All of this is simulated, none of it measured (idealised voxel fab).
The process module presented herein is designated voxel fin reveal.
Square cells of 5 nm make up the cross-section cut, whose width is 170 nm.
Cross-section format: a grid of square cells, given as bands from top to bottom; each band is one or more rows of cells.
Look at the band entry: it leads with the top's height and the bottom's height in nm. Then it lists the materials left to right, with a width in nm for each. The word "full width" on a single material says that material fills the band edge to edge. The word "air" is empty space.
Heights are reckoned from 0. Under this level, the received wafer is all of one material. The bottommost band is open-ended downward, for example "z 0 and below".
Width spec "30 to 40" -> top row of cells at first value, bottom row at second value, equal per-row change in between.
"no alteration" for a step: no cell of the cross-section changed in that step.
Empty spaces without an open route to the top, at least 8 cells in extent, make up the entry "Sealed void list"; each is given as width x height at distance, where the distance is measured from the left edge, and all are in nm.
Text after the settings on a step's line: the simulator's own remark on that step.
"overlay nm" denotes, for a step that has a mask, the displacement of the mask to the right of its planned place, with negative values corresponding to the left.
**These are the steps we planned for the process**
1,RECEIVE | material Si
2,CONFORMAL_DEP | material SiN | thk nm 5
3,MASKED_ETCH | tone cover | mask id FINS | width nm 15 | pitch nm 35 | etch materials SiN | depth nm 5 | overlay nm 0
4,MASKED_ETCH | tone cover | mask id FINS | width nm 15 | pitch nm 35 | etch materials Si | depth nm 25 | overlay nm 0
5,FILL_DEP | material SiO2 | thk nm 10
6,CMP | height nm 5
7,SELECTIVE_ETCH | etch materials SiO2 | depth nm 30
8,STRIP | etch materials SiN
9,CONFORMAL_DEP | material SiO2 | thk nm 5
The wafers in this document start out alike and differ in the depth nm applied at step 4; the plan shows the value used for the first wafer.
**Cross-section of the first of several wafers as received (after step 1)**
	z 0 and below: Si full width
	Sealed void list: none
**Post step 9, the closing step of the module: first of several wafers, cross-sectioned**
	z 5 to 0: air 35 nm / SiO2 25 nm / air 10 nm / SiO2 25 nm / air 10 nm / SiO2 25 nm / air 40 nm
	z 0 to -20: air 35 nm / SiO2 5 nm / Si 15 nm / SiO2 5 nm / air 10 nm / SiO2 5 nm / Si 15 nm / SiO2 5 nm / air 10 nm / SiO2 5 nm / Si 15 nm / SiO2 5 nm / air 40 nm
	z -20 to -25: SiO2 40 nm / Si 15 nm / SiO2 20 nm / Si 15 nm / SiO2 20 nm / Si 15 nm / SiO2 45 nm
	z -25 and below: Si full width
	Sealed void list: none
**Sectional view of the last wafer upon completion of the module**
	z 5 to 0: air 35 nm / SiO2 25 nm / air 10 nm / SiO2 25 nm / air 10 nm / SiO2 25 nm / air 40 nm
	z 0 to -20: air 35 nm / SiO2 5 nm / Si 15 nm / SiO2 5 nm / air 10 nm / SiO2 5 nm / Si 15 nm / SiO2 5 nm / air 10 nm / SiO2 5 nm / Si 15 nm / SiO2 5 nm / air 40 nm
	z -20 to -50: SiO2 40 nm / Si 15 nm / SiO2 20 nm / Si 15 nm / SiO2 20 nm / Si 15 nm / SiO2 45 nm
	z -50 and below: Si full width
	Sealed void list: none
**Each row below is a wafer at the end of the module, listing for every material the number of cells it has gained (+) or lost (-) since it was received, followed by its closed voids**
depth nm 25 | -125 Si | +64 SiO2 | Sealed void list: none
depth nm 30 | -150 Si | +89 SiO2 | Sealed void list: none
depth nm 35 | -175 Si | +114 SiO2 | Sealed void list: none
depth nm 40 | -200 Si | +139 SiO2 | Sealed void list: none
depth nm 45 | -225 Si | +164 SiO2 | Sealed void list: none
depth nm 50 | -250 Si | +189 SiO2 | Sealed void list: none
